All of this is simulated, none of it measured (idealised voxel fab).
process module | voxel transistor to metal
The cross-section shown here is cut; it is 190 nm wide and divided into square cells measuring 5 nm on a side.
Just so we're on the same page, the cross-sections are grids of square cells, and they're listed out in bands top to bottom, each band one or more rows deep.
This entry defines a band. It first specifies the height of the band's top and the height of its bottom in nm, and then specifies the band's materials from left to right, stating each material with its width in nm. The word "everywhere" identifies a single material that fills the band from edge to edge, while the word "blank" identifies empty space.
Measure heights from 0. That's the level where, below it, the as-received wafer is all one material. The lowest band is bottomless and extends downward; write it as in "0 -> down".
With a width like "30 to 40", each row of cells in the band differs from the next by the same amount, the top row carrying the first number and the bottom row the second.
Step note "no alterations made" = no cross-section cell changed.
Enclosed empty spaces: empty space of 8 cells or more with no open way to the top, each as width x height at its distance from the left edge, in nm
On a step's line, text after the settings is the simulator commenting on that step.
overlay nm: for a step with a mask, the amount by which the mask lay right of where it was planned; a negative amount means left of it.
Pairs follow: section before one process step, section after it down to the lowest changed band, step with settings underneath. Pairs may come from different runs of this module on the same starting wafer; continuity with the pair above only as stated in the "Structure before processing" entry.

-- Structure before processing
* 5 -> 0  polySi everywhere
* 0 -> down  Si everywhere
* Enclosed empty spaces: none

-- Section After Processing
* 15 -> 5  SiN everywhere
* Below 5, no change.
* Enclosed empty spaces: none
The step occurring between the two cross-sections depicted above is identified as CONFORMAL_DEP | material SiN | thk nm 10

Structure before processing: after-state, pair directly above.

-- Section After Processing
* 25 -> 15  aC everywhere
* Below 15, no change.
* Enclosed empty spaces: none
The step occurring between the two cross-sections depicted above is identified as DIRECTIONAL_DEP | material aC | thk nm 10

Structure before processing: after-state, pair directly above.

-- Section After Processing
* 55 -> 25  blank (50)  resist (85)  blank (55)
* Below 25, no change.
* Enclosed empty spaces: none
The step occurring between the two cross-sections depicted above is identified as PATTERN | tone cover | mask id ACTIVE | material resist | width nm 85 | thk nm 30 | overlay nm 0

Structure before processing: after-state, pair directly above.

-- Section After Processing
* 45 -> 25  blank (50)  resist (85)  blank (55)
* 25 -> 15  blank (50)  aC (85)  blank (55)
* Below 15, no change.
* Enclosed empty spaces: none
The step occurring between the two cross-sections depicted above is identified as DIRECTIONAL_ETCH | etch materials aC | depth nm 10

Structure before processing: after-state, pair directly above.

-- Section After Processing
* 25 -> 15  blank (50)  aC (85)  blank (55)
* Below 15, no change.
* Enclosed empty spaces: none
The step occurring between the two cross-sections depicted above is identified as STRIP | etch materials resist

Structure before processing: after-state, pair directly above.

-- Section After Processing
* 25 -> 15  blank (50)  aC (85)  blank (55)
* 15 -> 5  blank (50)  SiN (85)  blank (55)
* Below 5, no change.
* Enclosed empty spaces: none
The step occurring between the two cross-sections depicted above is identified as DIRECTIONAL_ETCH | etch materials SiN | depth nm 10

Structure before processing: after-state, pair directly above.

-- Section After Processing
* 25 -> 15  blank (50)  aC (85)  blank (55)
* 15 -> 5  blank (50)  SiN (85)  blank (55)
* 5 -> 0  blank (50)  polySi (85)  blank (55)
* 0 -> -25  blank (50)  Si (85)  blank (55)
* Below -25, no change.
* Enclosed empty spaces: none
The step occurring between the two cross-sections depicted above is identified as DIRECTIONAL_ETCH | etch materials Si | depth nm 30

Structure before processing: after-state, pair directly above.

-- Section After Processing
* 15 -> 5  blank (50)  SiN (85)  blank (55)
* Below 5, no change.
* Enclosed empty spaces: none
The step occurring between the two cross-sections depicted above is identified as STRIP | etch materials aC

Structure before processing: after-state, pair directly above.

-- Section After Processing
* 25 -> 15  SiO2 everywhere
* 15 -> 5  SiO2 (50)  SiN (85)  SiO2 (55)
* 5 -> 0  SiO2 (50)  polySi (85)  SiO2 (55)
* 0 -> -25  SiO2 (50)  Si (85)  SiO2 (55)
* Below -25, no change.
* Enclosed empty spaces: none
The step occurring between the two cross-sections depicted above is identified as FILL_DEP | material SiO2 | thk nm 10

Structure before processing: after-state, pair directly above.

-- Section After Processing
* 15 -> 5  SiO2 (50)  SiN (85)  SiO2 (55)
* Below 5, no change.
* Enclosed empty spaces: none
The step occurring between the two cross-sections depicted above is identified as CMP | height nm 15

Structure before processing: after-state, pair directly above.

-- Section After Processing
* 15 -> 10  blank (50)  SiN (85)  blank (55)
* Below 10, no change.
* Enclosed empty spaces: none
The step occurring between the two cross-sections depicted above is identified as SELECTIVE_ETCH | etch materials SiO2 | depth nm 5

Structure before processing: after-state, pair directly above.

-- Section After Processing
* 10 -> 5  SiO2 (50)  blank (85)  SiO2 (55)
* Below 5, no change.
* Enclosed empty spaces: none
The step occurring between the two cross-sections depicted above is identified as STRIP | etch materials SiN

Structure before processing: after-state, pair directly above.

-- Section After Processing
* 5 -> 0  SiO2 (45)  blank (5)  polySi (85)  blank (5)  SiO2 (50)
* Below 0, no change.
* Enclosed empty spaces: none
The step occurring between the two cross-sections depicted above is identified as SELECTIVE_ETCH | etch materials SiO2 | depth nm 5

Structure before processing: after-state, pair directly above.

-- Section After Processing
* 5 -> 0  SiO2 (45)  blank (5)  SiO2 (85)  blank (5)  SiO2 (50)
* 0 -> -5  SiO2 (55)  Si (75)  SiO2 (60)
* Below -5, no change.
* Enclosed empty spaces: none
The step occurring between the two cross-sections depicted above is identified as OXIDIZE | depth nm 5

Structure before processing: after-state, pair directly above.

-- Section After Processing
* 30 -> 25  polySi (45)  blank (5)  polySi (85)  blank (5)  polySi (50)
* 25 -> 5  polySi everywhere
* 5 -> 0  SiO2 (45)  polySi (5)  SiO2 (85)  polySi (5)  SiO2 (50)
* Below 0, no change.
* Enclosed empty spaces: none
The step occurring between the two cross-sections depicted above is identified as DIRECTIONAL_DEP | material polySi | thk nm 25

Structure before processing: after-state, pair directly above.

-- Section After Processing
* 45 -> 40  SiCN (45)  blank (5)  SiCN (85)  blank (5)  SiCN (50)
* 40 -> 30  SiCN everywhere
* 30 -> 25  polySi (45)  SiCN (5)  polySi (85)  SiCN (5)  polySi (50)
* Below 25, no change.
* Enclosed empty spaces: none
The step occurring between the two cross-sections depicted above is identified as DIRECTIONAL_DEP | material SiCN | thk nm 15

Structure before processing: after-state, pair directly above.

-- Section After Processing
* 45 -> 30  blank (85)  SiCN (15)  blank (90)
* 30 -> 25  polySi (45)  blank (5)  polySi (85)  blank (5)  polySi (50)
* Below 25, no change.
* Enclosed empty spaces: none
The step occurring between the two cross-sections depicted above is identified as MASKED_ETCH | tone cover | mask id GATE | width nm 15 | etch materials SiCN | depth nm 25 | overlay nm 0

Structure before processing: after-state, pair directly above.

-- Section After Processing
* 45 -> 30  blank (85)  SiCN (15)  blank (90)
* 30 -> 5  blank (85)  polySi (15)  blank (90)
* 5 -> 0  SiO2 (45)  blank (5)  SiO2 (85)  blank (5)  SiO2 (50)
* Below 0, no change.
* Enclosed empty spaces: none
The step occurring between the two cross-sections depicted above is identified as MASKED_ETCH | tone cover | mask id GATE | width nm 15 | etch materials polySi | depth nm 35 | overlay nm 0

Structure before processing: after-state, pair directly above.

-- Section After Processing
* 50 -> 45  blank (80)  SiN (25)  blank (85)
* 45 -> 30  blank (80)  SiN (5)  SiCN (15)  SiN (5)  blank (85)
* 30 -> 10  blank (80)  SiN (5)  polySi (15)  SiN (5)  blank (85)
* 10 -> 5  SiN (85)  polySi (15)  SiN (90)
* 5 -> 0  SiO2 (45)  SiN (5)  SiO2 (85)  SiN (5)  SiO2 (50)
* Below 0, no change.
* Enclosed empty spaces: none
The step occurring between the two cross-sections depicted above is identified as CONFORMAL_DEP | material SiN | thk nm 5

Structure before processing: after-state, pair directly above.

-- Section After Processing
* 45 -> 30  blank (80)  SiN (5)  SiCN (15)  SiN (5)  blank (85)
* 30 -> 5  blank (80)  SiN (5)  polySi (15)  SiN (5)  blank (85)
* Below 5, no change.
* Enclosed empty spaces: none
The step occurring between the two cross-sections depicted above is identified as DIRECTIONAL_ETCH | etch materials SiN | depth nm 5

Structure before processing: after-state, pair directly above.

-- Section After Processing
* 45 -> 30  blank (80)  SiN (5)  SiCN (15)  SiN (5)  blank (85)
* 30 -> 5  blank (80)  SiN (5)  polySi (15)  SiN (5)  blank (85)
* 5 -> 0  blank (45)  SiN (5)  blank (30)  SiO2 (25)  blank (30)  SiN (5)  blank (50)
* Below 0, no change.
* Enclosed empty spaces: none
The step occurring between the two cross-sections depicted above is identified as DIRECTIONAL_ETCH | etch materials SiO2 | depth nm 5

Structure before processing: after-state, pair directly above.

-- Section After Processing
* 45 -> 30  blank (80)  SiN (5)  SiCN (15)  SiN (5)  blank (85)
* 30 -> 5  blank (80)  SiN (5)  polySi (15)  SiN (5)  blank (85)
* 5 -> 0  blank (45)  SiN (5)  nSi (30)  SiO2 (25)  nSi (30)  SiN (5)  blank (50)
* Below 0, no change.
* Enclosed empty spaces: none
The step occurring between the two cross-sections depicted above is identified as EPI | material nSi | thk nm 5

Structure before processing: after-state, pair directly above.

-- Section After Processing
* 55 -> 45  SiO2 everywhere
* 45 -> 30  SiO2 (80)  SiN (5)  SiCN (15)  SiN (5)  SiO2 (85)
* 30 -> 5  SiO2 (80)  SiN (5)  polySi (15)  SiN (5)  SiO2 (85)
* 5 -> 0  SiO2 (45)  SiN (5)  nSi (30)  SiO2 (25)  nSi (30)  SiN (5)  SiO2 (50)
* Below 0, no change.
* Enclosed empty spaces: none
The step occurring between the two cross-sections depicted above is identified as FILL_DEP | material SiO2 | thk nm 10

Structure before processing: after-state, pair directly above.

-- Section After Processing
* 40 -> 30  SiO2 (80)  SiN (5)  SiCN (15)  SiN (5)  SiO2 (85)
* Below 30, no change.
* Enclosed empty spaces: none
The step occurring between the two cross-sections depicted above is identified as CMP | height nm 40

Structure before processing: after-state, pair directly above.

-- Section After Processing
* 50 -> 40  SiO2 everywhere
* Below 40, no change.
* Enclosed empty spaces: none
The step occurring between the two cross-sections depicted above is identified as DIRECTIONAL_DEP | material SiO2 | thk nm 10

Structure before processing: after-state, pair directly above.

-- Section After Processing
* 60 -> 50  aC everywhere
* Below 50, no change.
* Enclosed empty spaces: none
The step occurring between the two cross-sections depicted above is identified as DIRECTIONAL_DEP | material aC | thk nm 10

Structure before processing: after-state, pair directly above.

-- Section After Processing
* 90 -> 60  resist (55)  blank (25)  resist (25)  blank (25)  resist (60)
* Below 60, no change.
* Enclosed empty spaces: none
The step occurring between the two cross-sections depicted above is identified as PATTERN | tone open | mask id CONTACT | material resist | width nm 25 | pitch nm 50 | thk nm 30 | overlay nm 0

Structure before processing: after-state, pair directly above.

-- Section After Processing
* 80 -> 60  resist (55)  blank (25)  resist (25)  blank (25)  resist (60)
* 60 -> 50  aC (55)  blank (25)  aC (25)  blank (25)  aC (60)
* Below 50, no change.
* Enclosed empty spaces: none
The step occurring between the two cross-sections depicted above is identified as DIRECTIONAL_ETCH | etch materials aC | depth nm 10

Structure before processing: after-state, pair directly above.

-- Section After Processing
* 60 -> 50  aC (55)  blank (25)  aC (25)  blank (25)  aC (60)
* Below 50, no change.
* Enclosed empty spaces: none
The step occurring between the two cross-sections depicted above is identified as STRIP | etch materials resist

Structure before processing: after-state, pair directly above.

-- Section After Processing
* 60 -> 50  aC (55)  blank (25)  aC (25)  blank (25)  aC (60)
* 50 -> 40  SiO2 (55)  blank (25)  SiO2 (25)  blank (25)  SiO2 (60)
* 40 -> 30  SiO2 (55)  blank (25)  SiN (5)  SiCN (15)  SiN (5)  blank (25)  SiO2 (60)
* 30 -> 5  SiO2 (55)  blank (25)  SiN (5)  polySi (15)  SiN (5)  blank (25)  SiO2 (60)
* Below 5, no change.
* Enclosed empty spaces: none
The step occurring between the two cross-sections depicted above is identified as DIRECTIONAL_ETCH | etch materials SiO2 | depth nm 50

Structure before processing: after-state, pair directly above.

-- Section After Processing
* 50 -> 40  SiO2 (55)  blank (25)  SiO2 (25)  blank (25)  SiO2 (60)
* Below 40, no change.
* Enclosed empty spaces: none
The step occurring between the two cross-sections depicted above is identified as STRIP | etch materials aC

Structure before processing: after-state, pair directly above.

-- Section After Processing
* 55 -> 50  TiN (60)  blank (15)  TiN (35)  blank (15)  TiN (65)
* 50 -> 40  SiO2 (55)  TiN (5)  blank (15)  TiN (5)  SiO2 (25)  TiN (5)  blank (15)  TiN (5)  SiO2 (60)
* 40 -> 30  SiO2 (55)  TiN (5)  blank (15)  TiN (5)  SiN (5)  SiCN (15)  SiN (5)  TiN (5)  blank (15)  TiN (5)  SiO2 (60)
* 30 -> 10  SiO2 (55)  TiN (5)  blank (15)  TiN (5)  SiN (5)  polySi (15)  SiN (5)  TiN (5)  blank (15)  TiN (5)  SiO2 (60)
* 10 -> 5  SiO2 (55)  TiN (25)  SiN (5)  polySi (15)  SiN (5)  TiN (25)  SiO2 (60)
* Below 5, no change.
* Enclosed empty spaces: none
The step occurring between the two cross-sections depicted above is identified as CONFORMAL_DEP | material TiN | thk nm 5

Structure before processing: after-state, pair directly above.

-- Section After Processing
* 60 -> 55  W everywhere
* 55 -> 50  TiN (60)  W (15)  TiN (35)  W (15)  TiN (65)
* 50 -> 40  SiO2 (55)  TiN (5)  W (15)  TiN (5)  SiO2 (25)  TiN (5)  W (15)  TiN (5)  SiO2 (60)
* 40 -> 30  SiO2 (55)  TiN (5)  W (15)  TiN (5)  SiN (5)  SiCN (15)  SiN (5)  TiN (5)  W (15)  TiN (5)  SiO2 (60)
* 30 -> 10  SiO2 (55)  TiN (5)  W (15)  TiN (5)  SiN (5)  polySi (15)  SiN (5)  TiN (5)  W (15)  TiN (5)  SiO2 (60)
* Below 10, no change.
* Enclosed empty spaces: none
The step occurring between the two cross-sections depicted above is identified as FILL_DEP | material W | thk nm 5

Structure before processing: after-state, pair directly above.

-- Section After Processing
* 50 -> 40  SiO2 (55)  TiN (5)  W (15)  TiN (5)  SiO2 (25)  TiN (5)  W (15)  TiN (5)  SiO2 (60)
* Below 40, no change.
* Enclosed empty spaces: none
The step occurring between the two cross-sections depicted above is identified as CMP | height nm 50

Structure before processing: after-state, pair directly above.

-- Section After Processing
* 55 -> 50  SiN everywhere
* Below 50, no change.
* Enclosed empty spaces: none
The step occurring between the two cross-sections depicted above is identified as CONFORMAL_DEP | material SiN | thk nm 5

Structure before processing: after-state, pair directly above.

-- Section After Processing
* 80 -> 55  lowk everywhere
* Below 55, no change.
* Enclosed empty spaces: none
The step occurring between the two cross-sections depicted above is identified as DIRECTIONAL_DEP | material lowk | thk nm 25

Structure before processing: after-state, pair directly above.

-- Section After Processing
* 100 -> 80  resist (55)  blank (15)  resist (45)  blank (15)  resist (60)
* Below 80, no change.
* Enclosed empty spaces: none
The step occurring between the two cross-sections depicted above is identified as PATTERN | tone open | mask id METAL_1 | material resist | width nm 15 | pitch nm 60 | thk nm 20 | overlay nm 0

Structure before processing: after-state, pair directly above.

-- Section After Processing
* 100 -> 80  resist (55)  blank (15)  resist (45)  blank (15)  resist (60)
* 80 -> 55  lowk (55)  blank (15)  lowk (45)  blank (15)  lowk (60)
* Below 55, no change.
* Enclosed empty spaces: none
The step occurring between the two cross-sections depicted above is identified as DIRECTIONAL_ETCH | etch materials lowk | depth nm 25

Structure before processing: after-state, pair directly above.

-- Section After Processing
* 100 -> 80  resist (55)  blank (15)  resist (45)  blank (15)  resist (60)
* 80 -> 55  lowk (55)  blank (15)  lowk (45)  blank (15)  lowk (60)
* 55 -> 50  SiN (55)  blank (15)  SiN (45)  blank (15)  SiN (60)
* Below 50, no change.
* Enclosed empty spaces: none
The step occurring between the two cross-sections depicted above is identified as DIRECTIONAL_ETCH | etch materials SiN | depth nm 5

Structure before processing: after-state, pair directly above.

-- Section After Processing
* 80 -> 55  lowk (55)  blank (15)  lowk (45)  blank (15)  lowk (60)
* Below 55, no change.
* Enclosed empty spaces: none
The step occurring between the two cross-sections depicted above is identified as STRIP | etch materials resist

Structure before processing: after-state, pair directly above.

-- Section After Processing
* 85 -> 80  TiN (60)  blank (5)  TiN (55)  blank (5)  TiN (65)
* 80 -> 55  lowk (55)  TiN (5)  blank (5)  TiN (5)  lowk (45)  TiN (5)  blank (5)  TiN (5)  lowk (60)
* 55 -> 50  SiN (55)  TiN (15)  SiN (45)  TiN (15)  SiN (60)
* Below 50, no change.
* Enclosed empty spaces: none
The step occurring between the two cross-sections depicted above is identified as CONFORMAL_DEP | material TiN | thk nm 5

Structure before processing: after-state, pair directly above.

-- Section After Processing
* 90 -> 85  Ru everywhere
* 85 -> 80  TiN (60)  Ru (5)  TiN (55)  Ru (5)  TiN (65)
* 80 -> 55  lowk (55)  TiN (5)  Ru (5)  TiN (5)  lowk (45)  TiN (5)  Ru (5)  TiN (5)  lowk (60)
* Below 55, no change.
* Enclosed empty spaces: none
The step occurring between the two cross-sections depicted above is identified as FILL_DEP | material Ru | thk nm 5

Structure before processing: after-state, pair directly above.

-- Section After Processing
* 80 -> 55  lowk (55)  TiN (5)  Ru (5)  TiN (5)  lowk (45)  TiN (5)  Ru (5)  TiN (5)  lowk (60)
* Below 55, no change.
* Enclosed empty spaces: none
The step occurring between the two cross-sections depicted above is identified as CMP | height nm 80

Structure before processing: after-state, pair directly above.

-- Section After Processing
* 85 -> 80  SiCN everywhere
* Below 80, no change.
* Enclosed empty spaces: none
The step occurring between the two cross-sections depicted above is identified as CONFORMAL_DEP | material SiCN | thk nm 5

-- Structure before processing
* 60 -> 50  aC everywhere
* 50 -> 40  SiO2 everywhere
* 40 -> 25  SiO2 (80)  SiN (5)  SiCN (15)  SiN (5)  SiO2 (85)
* 25 -> 5  SiO2 (80)  SiN (5)  polySi (15)  SiN (5)  SiO2 (85)
* 5 -> 0  SiO2 (45)  SiN (5)  SiO2 (30)  SiN (5)  polySi (15)  SiN (5)  SiO2 (30)  SiN (5)  SiO2 (50)
* 0 -> -5  SiO2 (50)  nSi (30)  SiO2 (25)  nSi (30)  SiO2 (55)
* -5 -> -30  SiO2 (50)  Si (85)  SiO2 (55)
* -30 -> down  Si everywhere
* Enclosed empty spaces: none

-- Section After Processing
* 90 -> 60  blank (55)  resist (25)  blank (25)  resist (25)  blank (60)
* Below 60, no change.
* Enclosed empty spaces: none
The step occurring between the two cross-sections depicted above is identified as PATTERN | tone cover | mask id CONTACT | material resist | width nm 25 | pitch nm 50 | thk nm 30 | overlay nm 0

Structure before processing: after-state, pair directly above.

-- Section After Processing
* 80 -> 60  blank (55)  resist (25)  blank (25)  resist (25)  blank (60)
* 60 -> 50  blank (55)  aC (25)  blank (25)  aC (25)  blank (60)
* Below 50, no change.
* Enclosed empty spaces: none
The step occurring between the two cross-sections depicted above is identified as DIRECTIONAL_ETCH | etch materials aC | depth nm 10

Structure before processing: after-state, pair directly above.

-- Section After Processing
* 60 -> 50  blank (55)  aC (25)  blank (25)  aC (25)  blank (60)
* Below 50, no change.
* Enclosed empty spaces: none
The step occurring between the two cross-sections depicted above is identified as STRIP | etch materials resist

Structure before processing: after-state, pair directly above.

-- Section After Processing
* 60 -> 50  blank (55)  aC (25)  blank (25)  aC (25)  blank (60)
* 50 -> 40  blank (55)  SiO2 (25)  blank (25)  SiO2 (25)  blank (60)
* 40 -> 25  blank (55)  SiO2 (25)  SiN (5)  SiCN (15)  SiN (5)  SiO2 (25)  blank (60)
* 25 -> 5  blank (55)  SiO2 (25)  SiN (5)  polySi (15)  SiN (5)  SiO2 (25)  blank (60)
* 5 -> 0  blank (45)  SiN (5)  blank (5)  SiO2 (25)  SiN (5)  polySi (15)  SiN (5)  SiO2 (25)  blank (5)  SiN (5)  blank (50)
* Below 0, no change.
* Enclosed empty spaces: none
The step occurring between the two cross-sections depicted above is identified as DIRECTIONAL_ETCH | etch materials SiO2 | depth nm 50

Structure before processing: after-state, pair directly above.

-- Section After Processing
* 50 -> 40  blank (55)  SiO2 (25)  blank (25)  SiO2 (25)  blank (60)
* Below 40, no change.
* Enclosed empty spaces: none
The step occurring between the two cross-sections depicted above is identified as STRIP | etch materials aC

Structure before processing: after-state, pair directly above.

-- Section After Processing
* 55 -> 50  blank (50)  TiN (35)  blank (15)  TiN (35)  blank (55)
* 50 -> 45  blank (50)  TiN (5)  SiO2 (25)  TiN (5)  blank (15)  TiN (5)  SiO2 (25)  TiN (5)  blank (55)
* 45 -> 40  blank (50)  TiN (5)  SiO2 (25)  TiN (25)  SiO2 (25)  TiN (5)  blank (55)
* 40 -> 25  blank (50)  TiN (5)  SiO2 (25)  SiN (5)  SiCN (15)  SiN (5)  SiO2 (25)  TiN (5)  blank (55)
* 25 -> 10  blank (50)  TiN (5)  SiO2 (25)  SiN (5)  polySi (15)  SiN (5)  SiO2 (25)  TiN (5)  blank (55)
* 10 -> 5  blank (40)  TiN (15)  SiO2 (25)  SiN (5)  polySi (15)  SiN (5)  SiO2 (25)  TiN (15)  blank (45)
* 5 -> 0  TiN (45)  SiN (5)  TiN (5)  SiO2 (25)  SiN (5)  polySi (15)  SiN (5)  SiO2 (25)  TiN (5)  SiN (5)  TiN (50)
* Below 0, no change.
* Enclosed empty spaces: none
The step occurring between the two cross-sections depicted above is identified as CONFORMAL_DEP | material TiN | thk nm 5

Structure before processing: after-state, pair directly above.

-- Section After Processing
* 60 -> 55  W everywhere
* 55 -> 50  W (50)  TiN (35)  W (15)  TiN (35)  W (55)
* 50 -> 45  W (50)  TiN (5)  SiO2 (25)  TiN (5)  W (15)  TiN (5)  SiO2 (25)  TiN (5)  W (55)
* 45 -> 40  W (50)  TiN (5)  SiO2 (25)  TiN (25)  SiO2 (25)  TiN (5)  W (55)
* 40 -> 25  W (50)  TiN (5)  SiO2 (25)  SiN (5)  SiCN (15)  SiN (5)  SiO2 (25)  TiN (5)  W (55)
* 25 -> 10  W (50)  TiN (5)  SiO2 (25)  SiN (5)  polySi (15)  SiN (5)  SiO2 (25)  TiN (5)  W (55)
* 10 -> 5  W (40)  TiN (15)  SiO2 (25)  SiN (5)  polySi (15)  SiN (5)  SiO2 (25)  TiN (15)  W (45)
* Below 5, no change.
* Enclosed empty spaces: none
The step occurring between the two cross-sections depicted above is identified as FILL_DEP | material W | thk nm 5

Structure before processing: after-state, pair directly above.

-- Section After Processing
* 50 -> 45  W (50)  TiN (5)  SiO2 (25)  TiN (5)  W (15)  TiN (5)  SiO2 (25)  TiN (5)  W (55)
* Below 45, no change.
* Enclosed empty spaces: none
The step occurring between the two cross-sections depicted above is identified as CMP | height nm 50

Structure before processing: after-state, pair directly above.

-- Section After Processing
* 55 -> 50  SiN everywhere
* Below 50, no change.
* Enclosed empty spaces: none
The step occurring between the two cross-sections depicted above is identified as CONFORMAL_DEP | material SiN | thk nm 5

Structure before processing: after-state, pair directly above.

-- Section After Processing
* 80 -> 55  lowk everywhere
* Below 55, no change.
* Enclosed empty spaces: none
The step occurring between the two cross-sections depicted above is identified as DIRECTIONAL_DEP | material lowk | thk nm 25

Structure before processing: after-state, pair directly above.

-- Section After Processing
* 100 -> 80  resist (55)  blank (15)  resist (45)  blank (15)  resist (60)
* Below 80, no change.
* Enclosed empty spaces: none
The step occurring between the two cross-sections depicted above is identified as PATTERN | tone open | mask id METAL_1 | material resist | width nm 15 | pitch nm 60 | thk nm 20 | overlay nm 0

Structure before processing: after-state, pair directly above.

-- Section After Processing
* 100 -> 80  resist (55)  blank (15)  resist (45)  blank (15)  resist (60)
* 80 -> 55  lowk (55)  blank (15)  lowk (45)  blank (15)  lowk (60)
* Below 55, no change.
* Enclosed empty spaces: none
The step occurring between the two cross-sections depicted above is identified as DIRECTIONAL_ETCH | etch materials lowk | depth nm 25

Structure before processing: after-state, pair directly above.

-- Section After Processing
* 100 -> 80  resist (55)  blank (15)  resist (45)  blank (15)  resist (60)
* 80 -> 55  lowk (55)  blank (15)  lowk (45)  blank (15)  lowk (60)
* 55 -> 50  SiN (55)  blank (15)  SiN (45)  blank (15)  SiN (60)
* Below 50, no change.
* Enclosed empty spaces: none
The step occurring between the two cross-sections depicted above is identified as DIRECTIONAL_ETCH | etch materials SiN | depth nm 5

Structure before processing: after-state, pair directly above.

-- Section After Processing
* 80 -> 55  lowk (55)  blank (15)  lowk (45)  blank (15)  lowk (60)
* Below 55, no change.
* Enclosed empty spaces: none
The step occurring between the two cross-sections depicted above is identified as STRIP | etch materials resist

Structure before processing: after-state, pair directly above.

-- Section After Processing
* 85 -> 80  TiN (60)  blank (5)  TiN (55)  blank (5)  TiN (65)
* 80 -> 55  lowk (55)  TiN (5)  blank (5)  TiN (5)  lowk (45)  TiN (5)  blank (5)  TiN (5)  lowk (60)
* 55 -> 50  SiN (55)  TiN (15)  SiN (45)  TiN (15)  SiN (60)
* Below 50, no change.
* Enclosed empty spaces: none
The step occurring between the two cross-sections depicted above is identified as CONFORMAL_DEP | material TiN | thk nm 5

Structure before processing: after-state, pair directly above.

-- Section After Processing
* 90 -> 85  Ru everywhere
* 85 -> 80  TiN (60)  Ru (5)  TiN (55)  Ru (5)  TiN (65)
* 80 -> 55  lowk (55)  TiN (5)  Ru (5)  TiN (5)  lowk (45)  TiN (5)  Ru (5)  TiN (5)  lowk (60)
* Below 55, no change.
* Enclosed empty spaces: none
The step occurring between the two cross-sections depicted above is identified as FILL_DEP | material Ru | thk nm 5

Structure before processing: after-state, pair directly above.

-- Section After Processing
* 80 -> 55  lowk (55)  TiN (5)  Ru (5)  TiN (5)  lowk (45)  TiN (5)  Ru (5)  TiN (5)  lowk (60)
* Below 55, no change.
* Enclosed empty spaces: none
The step occurring between the two cross-sections depicted above is identified as CMP | height nm 80

Structure before processing: after-state, pair directly above.

-- Section After Processing
* 85 -> 80  SiCN everywhere
* Below 80, no change.
* Enclosed empty spaces: none
The step occurring between the two cross-sections depicted above is identified as CONFORMAL_DEP | material SiCN | thk nm 5
